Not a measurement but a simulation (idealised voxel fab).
A process module follows: voxel fin reveal.
The figure presents cross-section cut, which has a width of 150 nm and is divided into square cells with an edge length of 5 nm.
We lay out every cross-section as a grid of square cells and spell it out in bands from the top down, where one band means one or more rows of cells.
A band entry consists of two parts. The first gives the height of the band's top and the height of its bottom, in nm. The rest lists the band's materials from left to right, each with its width in nm. A single material labelled with the word "all across" fills the band from edge to edge, and the word "air" marks empty space.
Convention: height 0 is the level below which the wafer, as received, is all one material. The lowest band does not terminate at the bottom but continues downward, represented as "0..down".
Note: "30->40" means the width goes from the first number (top row of the band) to the second number (bottom row) in equal steps per row of cells.
What does "stayed the same" mean for a step? It means no cell of the cross-section changed in that step.
Look at "Closed void list" for the closed voids: empty spaces with no open path to the top, sized 8 cells or up. Each is width x height at distance, distance from the left edge, all nm.
Anything after a step's settings on that line? It's the simulator's own note about the step.
"overlay nm" on a masked step: distance the mask lay right of its planned place, negative for left.

# Process steps foreseen in the plan
| 1 | RECEIVE with material Si |
| 2 | CONFORMAL_DEP with material SiN, thk nm 10 |
| 3 | DIRECTIONAL_DEP with material aC, thk nm 10 |
| 4 | PATTERN with tone cover, mask id FINS, material resist, width nm 15, pitch nm 40, thk nm 25, overlay nm 0 |
| 5 | DIRECTIONAL_ETCH with etch materials aC, depth nm 10 |
| 6 | STRIP with etch materials resist |
| 7 | DIRECTIONAL_ETCH with etch materials SiN, depth nm 10 |
| 8 | DIRECTIONAL_ETCH with etch materials Si, depth nm 40 |
| 9 | STRIP with etch materials aC |
| 10 | FILL_DEP with material SiO2, thk nm 5 |
| 11 | CMP with height nm 10 |
| 12 | SELECTIVE_ETCH with etch materials SiO2, depth nm 25 |
| 13 | STRIP with etch materials SiN |

# Below: the first of two wafers, run as planned

# Delivered wafer in cross-section: state after step 1
> 0..down: Si all across
> Closed void list: none

# State of the wafer after step 2, shown in cross-section
> 10..0: SiN all across
> Whatever lies below 0 is exactly as it was before.

# State of the wafer after step 3, shown in cross-section
> 20..10: aC all across
> Whatever lies below 10 is exactly as it was before.

# State of the wafer after step 4, shown in cross-section
> 45..20: air: 45 | resist: 15 | air: 25 | resist: 15 | air: 50
> Whatever lies below 20 is exactly as it was before.

# State of the wafer after step 5, shown in cross-section
> 35..20: air: 45 | resist: 15 | air: 25 | resist: 15 | air: 50
> 20..10: air: 45 | aC: 15 | air: 25 | aC: 15 | air: 50
> Whatever lies below 10 is exactly as it was before.

# State of the wafer after step 6, shown in cross-section
> 20..10: air: 45 | aC: 15 | air: 25 | aC: 15 | air: 50
> Whatever lies below 10 is exactly as it was before.

# State of the wafer after step 7, shown in cross-section
> 20..10: air: 45 | aC: 15 | air: 25 | aC: 15 | air: 50
> 10..0: air: 45 | SiN: 15 | air: 25 | SiN: 15 | air: 50
> Whatever lies below 0 is exactly as it was before.

# State of the wafer after step 8, shown in cross-section
> 20..10: air: 45 | aC: 15 | air: 25 | aC: 15 | air: 50
> 10..0: air: 45 | SiN: 15 | air: 25 | SiN: 15 | air: 50
> 0..-40: air: 45 | Si: 15 | air: 25 | Si: 15 | air: 50
> Whatever lies below -40 is exactly as it was before.

# State of the wafer after step 9, shown in cross-section
> 10..0: air: 45 | SiN: 15 | air: 25 | SiN: 15 | air: 50
> Whatever lies below 0 is exactly as it was before.

# State of the wafer after step 10, shown in cross-section
> 15..10: SiO2 all across
> 10..0: SiO2: 45 | SiN: 15 | SiO2: 25 | SiN: 15 | SiO2: 50
> 0..-40: SiO2: 45 | Si: 15 | SiO2: 25 | Si: 15 | SiO2: 50
> Whatever lies below -40 is exactly as it was before.

# State of the wafer after step 11, shown in cross-section
> 10..0: SiO2: 45 | SiN: 15 | SiO2: 25 | SiN: 15 | SiO2: 50
> Whatever lies below 0 is exactly as it was before.

# State of the wafer after step 12, shown in cross-section
> 10..0: air: 45 | SiN: 15 | air: 25 | SiN: 15 | air: 50
> 0..-15: air: 45 | Si: 15 | air: 25 | Si: 15 | air: 50
> Whatever lies below -15 is exactly as it was before.

# State of the wafer after step 13, shown in cross-section
> 0..-15: air: 45 | Si: 15 | air: 25 | Si: 15 | air: 50
> Whatever lies below -15 is exactly as it was before.

# Second wafer, same starting state and plan as the first, one mistake in the run, identical through step 10

# when step 11 should have ended
> 10..0: SiO2: 45 | SiN: 15 | SiO2: 25 | SiN: 15 | SiO2: 50
> Whatever lies below 0 is exactly as it was before.

# when step 12 should have ended
> 10..0: air: 45 | SiN: 15 | air: 25 | SiN: 15 | air: 50
> 0..-15: air: 45 | Si: 15 | air: 25 | Si: 15 | air: 50
> Whatever lies below -15 is exactly as it was before.

# when step 13 should have ended
> 0..-15: air: 45 | Si: 15 | air: 25 | Si: 15 | air: 50
> Whatever lies below -15 is exactly as it was before.
Diagnosis: step 11 was run twice
The two wafers come out with the same cross-section, meaning that, for this model, the mistake has no consequence in the computed result.
